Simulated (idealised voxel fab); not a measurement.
Process module, titled voxel spacer lines
This is section cut - it's 280 nm across, gridded in 5 nm square cells.
Notation: cross-section as square-cell grid; stated in bands, top first, going down; one or more cell rows per band. What a band's entry tells you: where the top is and where the bottom is, as heights in nm, and after that what lies inside, material by material from left to right, each with its width in nm. Empty space is written as the word "blank", and a single material marked with the word "everywhere" occupies the band from edge to edge. Height datum 0, below which the as-received substrate wafer is one material. Lowest band open at the bottom, running downward: "z 0 and below". A width given as "30..40" starts at the first number in the band's top row and ends at the second number in its bottom row, shifting by an equal amount at every step from row to row. "no alteration" for a step: no cell of the cross-section changed in that step. So "Sealed void listing" is basically the list of trapped voids: any empty space of 8 cells or more that can't reach the top through an opening. They're written width x height at distance, the distance being from the left edge, and it's all nm. Note: text after step settings on the step line = simulator remark on that step. A step's line can hold "overlay nm"; with a mask on that step, the setting says how far right of the planned place the mask lay, while a negative setting says it lay to the left.
Below is the list of planned process steps
- 1: RECEIVE (material Si)
- 2: CONFORMAL_DEP (material Al2O3; thk nm 10)
- 3: DIRECTIONAL_DEP (material polySi; thk nm 15)
- 4: DIRECTIONAL_DEP (material aC; thk nm 20)
- 5: PATTERN (tone cover; mask id MANDREL; material resist; width nm 20; pitch nm 60; thk nm 30; overlay nm 0)
- 6: DIRECTIONAL_ETCH (etch materials aC; depth nm 20)
- 7: STRIP (etch materials resist)
- 8: CONFORMAL_DEP (material SiO2; thk nm 10)
- 9: DIRECTIONAL_ETCH (etch materials SiO2; depth nm 10)
- 10: STRIP (etch materials aC)
- 11: DIRECTIONAL_ETCH (etch materials polySi; depth nm 15)
- 12: STRIP (etch materials SiO2)
As-received state of the wafer in cross-section, equivalent to post-step 1
- z 0 and below  Si everywhere
- Sealed void listing: none
End-of-module cross-section of the first of two wafers, processed as planned
- z 25 to 10  90 blank  10 polySi  20 blank  10 polySi  20 blank  10 polySi  20 blank  10 polySi  90 blank
- z 10 to 0  Al2O3 everywhere
- z 0 and below  Si everywhere
- Sealed void listing: none
Cross-section of the latter of the two wafers at module completion. It had an identical start and an identical plan to the former; in running it, one mistake was made
- z 25 to 10  85 blank  10 polySi  30 blank  10 polySi  10 blank  10 polySi  30 blank  10 polySi  85 blank
- z 10 to 0  Al2O3 everywhere
- z 0 and below  Si everywhere
- Sealed void listing: none
Want to know what went wrong? step 5 changed vs plan, executed as PATTERN (tone cover; mask id MANDREL; material resist; width nm 30; pitch nm 60; thk nm 30; overlay nm 0)
Upon completion, the cell count for each material on the second wafer equals that on the first, whereas the spatial distribution of those cells differs.
